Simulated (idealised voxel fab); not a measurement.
The name of this process module is voxel air gaps.
FYI the section here is cut, 220 nm wide, cells are 5 nm squares.
For the purposes of this document, a cross-section shall be understood as a grid of square cells, specified as bands listed in top-to-bottom order, each band consisting of one or more rows of cells.
The band entry comprises the height of the band's top followed by the height of its bottom, expressed in nm, and subsequently the band's materials from left to right, each stated together with its width in nm. Where a single material is marked with the word "edge to edge", that material fills the band from edge to edge. The word "air" represents empty space.
For the purposes of this specification, 0 denotes the height below which the wafer in its as-received condition is composed wholly of one material, and the lowermost band, lacking a lower limit, extends downward without end, as expressed in "0 nm and below".
Top row gets the first number, bottom row gets the second, and each row in between changes by the same step: that is how a band width like "30..40" works.
The cross-section has no changed cell in any step marked "remains unaltered".
"Enclosed cavities" - sealed voids, min. 8 cells, no opening to top; format: width x height at distance (distance from left edge; nm throughout).
It should be noted that, on the line of a given step, the content following the step's settings is a remark produced by the simulator itself with respect to that step.
overlay nm: right-of-plan distance of the mask on a masked step; negative values mean left-of-plan.

Steps planned for the process
1 RECEIVE (material Si)
2 CONFORMAL_DEP (material SiO2; thk nm 15)
3 CONFORMAL_DEP (material SiCN; thk nm 5)
4 DIRECTIONAL_DEP (material SiO2; thk nm 30)
5 DIRECTIONAL_DEP (material aC; thk nm 10)
6 PATTERN (tone open; mask id LINES; material resist; width nm 20; pitch nm 45; thk nm 30; overlay nm 0)
7 DIRECTIONAL_ETCH (etch materials aC; depth nm 10)
8 STRIP (etch materials resist)
9 DIRECTIONAL_ETCH (etch materials SiO2; depth nm 30)
10 STRIP (etch materials aC)
11 CONFORMAL_DEP (material TiN; thk nm 5)
12 FILL_DEP (material W; thk nm 10)
13 CMP (height nm 50)
14 EPI (material Ru; thk nm 10)
15 SELECTIVE_ETCH (etch materials SiO2; depth nm 40)
16 CONFORMAL_DEP (material SiCN; thk nm 5)

Shown in cross-section is the wafer as received, that is, as it stands after step 1
- 0 nm and below = Si edge to edge
- Enclosed cavities: none

First of two wafers, end-of-module section, run followed plan
- 65 nm to 60 nm = air 15 | SiCN 185 | air 20
- 60 nm to 50 nm = air 15 | SiCN 5 | Ru 40 | SiCN 5 | Ru 40 | SiCN 5 | Ru 40 | SiCN 5 | Ru 40 | SiCN 5 | air 20
- 50 nm to 45 nm = air 15 | SiCN 15 | TiN 5 | W 10 | TiN 5 | SiCN 25 | TiN 5 | W 10 | TiN 5 | SiCN 25 | TiN 5 | W 10 | TiN 5 | SiCN 25 | TiN 5 | W 10 | TiN 5 | SiCN 15 | air 20
- 45 nm to 25 nm = air 25 | SiCN 5 | TiN 5 | W 10 | TiN 5 | SiCN 5 | air 15 | SiCN 5 | TiN 5 | W 10 | TiN 5 | SiCN 5 | air 15 | SiCN 5 | TiN 5 | W 10 | TiN 5 | SiCN 5 | air 15 | SiCN 5 | TiN 5 | W 10 | TiN 5 | SiCN 5 | air 30
- 25 nm to 20 nm = SiCN 30 | TiN 20 | SiCN 25 | TiN 20 | SiCN 25 | TiN 20 | SiCN 25 | TiN 20 | SiCN 35
- 20 nm to 15 nm = SiCN edge to edge
- 15 nm to 0 nm = SiO2 edge to edge
- 0 nm and below = Si edge to edge
- Enclosed cavities: 15 x 20 at 55; 15 x 20 at 100; 15 x 20 at 145

Cross-section at end of module for the second wafer of two, which matched the first in starting point and plan and differed by one mistake in its processing
- 65 nm to 60 nm = air 15 | SiCN 185 | air 20
- 60 nm to 50 nm = air 15 | SiCN 5 | Ru 40 | SiCN 5 | Ru 40 | SiCN 5 | Ru 40 | SiCN 5 | Ru 40 | SiCN 5 | air 20
- 50 nm to 45 nm = air 15 | SiCN 15 | TiN 5 | W 10 | TiN 5 | SiCN 25 | TiN 5 | W 10 | TiN 5 | SiCN 25 | TiN 5 | W 10 | TiN 5 | SiCN 25 | TiN 5 | W 10 | TiN 5 | SiCN 15 | air 20
- 45 nm to 40 nm = air 25 | SiCN 5 | TiN 5 | W 10 | TiN 5 | SiCN 5 | air 15 | SiCN 5 | TiN 5 | W 10 | TiN 5 | SiCN 5 | air 15 | SiCN 5 | TiN 5 | W 10 | TiN 5 | SiCN 5 | air 15 | SiCN 5 | TiN 5 | W 10 | TiN 5 | SiCN 5 | air 30
- 40 nm to 35 nm = SiCN 30 | TiN 20 | SiCN 25 | TiN 20 | SiCN 25 | TiN 20 | SiCN 25 | TiN 20 | SiCN 35
- 35 nm to 30 nm = SiCN edge to edge
- 30 nm to 0 nm = SiO2 edge to edge
- 0 nm and below = Si edge to edge
- Enclosed cavities: none
Here's what went sideways: plan step 2 ran twice
End check, counted in cells, second wafer has more or fewer of these materials than the first: -24 SiCN; +132 SiO2; -24 TiN; -24 W
At the end, the first wafer has 3 closed voids and the second wafer has 0.
